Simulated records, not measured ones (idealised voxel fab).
process module | voxel self aligned contacts
cross-section cut | 245 nm wide | cells 5 nm
A cross-section is a grid of square cells, given in bands from the top down. A band is one or more rows of cells.
Each band's line starts with the height of the band's top and of its bottom, in nm. Then come its materials from left to right, each with its width in nm. One material with "throughout" fills the band from edge to edge. "air" is empty space.
Height 0 is the level under which the wafer as received is all one material. The lowest band goes on downwards, as in "0 down".
A width such as "30 to 40" changes by the same amount from each row of cells to the next, from the band's top row to its bottom row.
"no change" after a step means that no cell of the cross-section changed.
closed voids: empty space of 8 cells or more with no open way to the top, each as width x height at its distance from the left edge, in nm
after a step's settings: what the simulator itself notes on the step
overlay nm, on a step with a mask: how far to the right of its planned place the mask lay; to the left if negative
plan
1 op RECEIVE | material Si
2 op CONFORMAL_DEP | material SiO2 | thk nm 5
3 op DIRECTIONAL_DEP | material polySi | thk nm 20
4 op DIRECTIONAL_DEP | material SiN | thk nm 20
5 op DIRECTIONAL_DEP | material aC | thk nm 10
6 op PATTERN | tone cover | mask id GATE | material resist | width nm 25 | pitch nm 55 | thk nm 25 | overlay nm 0
7 op DIRECTIONAL_ETCH | etch materials aC | depth nm 10
8 op STRIP | etch materials resist
9 op DIRECTIONAL_ETCH | etch materials SiN | depth nm 20
10 op DIRECTIONAL_ETCH | etch materials polySi | depth nm 20
11 op STRIP | etch materials aC
12 op CONFORMAL_DEP | material SiN | thk nm 5
13 op DIRECTIONAL_ETCH | etch materials SiN | depth nm 5
14 op FILL_DEP | material SiO2 | thk nm 15
15 op CMP | height nm 55
16 op MASKED_ETCH | tone open | mask id CONTACT | width nm 40 | pitch nm 55 | etch materials SiO2 | depth nm 55 | overlay nm 0
17 op CONFORMAL_DEP | material TiN | thk nm 5
18 op FILL_DEP | material Ru | thk nm 5
19 op CMP | height nm 55
20 op CONFORMAL_DEP | material SiCN | thk nm 5
as received, after step 1
  0 down: Si throughout
  closed voids: none
first wafer at the end, as planned
  60 to 55: SiCN throughout
  55 to 45: SiO2 75 | TiN 5 to 15 | Ru 30 to 10 | TiN 5 to 15 | SiO2 15 | TiN 5 to 15 | Ru 30 to 10 | TiN 5 to 15 | SiO2 75
  45 to 25: SiO2 50 | SiN 35 | TiN 5 | Ru 10 | TiN 5 | SiN 35 | TiN 5 | Ru 10 | TiN 5 | SiN 35 | SiO2 50
  25 to 5: SiO2 50 | SiN 5 | polySi 25 | SiN 5 | TiN 5 | Ru 10 | TiN 5 | SiN 5 | polySi 25 | SiN 5 | TiN 5 | Ru 10 | TiN 5 | SiN 5 | polySi 25 | SiN 5 | SiO2 50
  5 to 0: SiO2 85 | TiN 20 | SiO2 35 | TiN 20 | SiO2 85
  0 down: Si throughout
  closed voids: none
second wafer at the end: like start, like plan, one mistake
  60 to 55: SiCN throughout
  55 to 45: SiO2 65 | TiN 5 to 25 | Ru 30 to 10 | TiN 5 | SiO2 15 | TiN 5 to 25 | Ru 30 to 10 | TiN 5 | SiO2 85
  45 to 25: SiO2 50 | SiN 35 | TiN 5 | Ru 10 | TiN 5 | SiN 35 | TiN 5 | Ru 10 | TiN 5 | SiN 35 | SiO2 50
  25 to 5: SiO2 50 | SiN 5 | polySi 25 | SiN 5 | TiN 5 | Ru 10 | TiN 5 | SiN 5 | polySi 25 | SiN 5 | TiN 5 | Ru 10 | TiN 5 | SiN 5 | polySi 25 | SiN 5 | SiO2 50
  5 to 0: SiO2 85 | TiN 20 | SiO2 35 | TiN 20 | SiO2 85
  0 down: Si throughout
  closed voids: none
what went wrong: step 16 ran as: op MASKED_ETCH | tone open | mask id CONTACT | width nm 40 | pitch nm 55 | etch materials SiO2 | depth nm 55 | overlay nm -10
at the end the second wafer has, in cells: as many of each material as the first, in other places
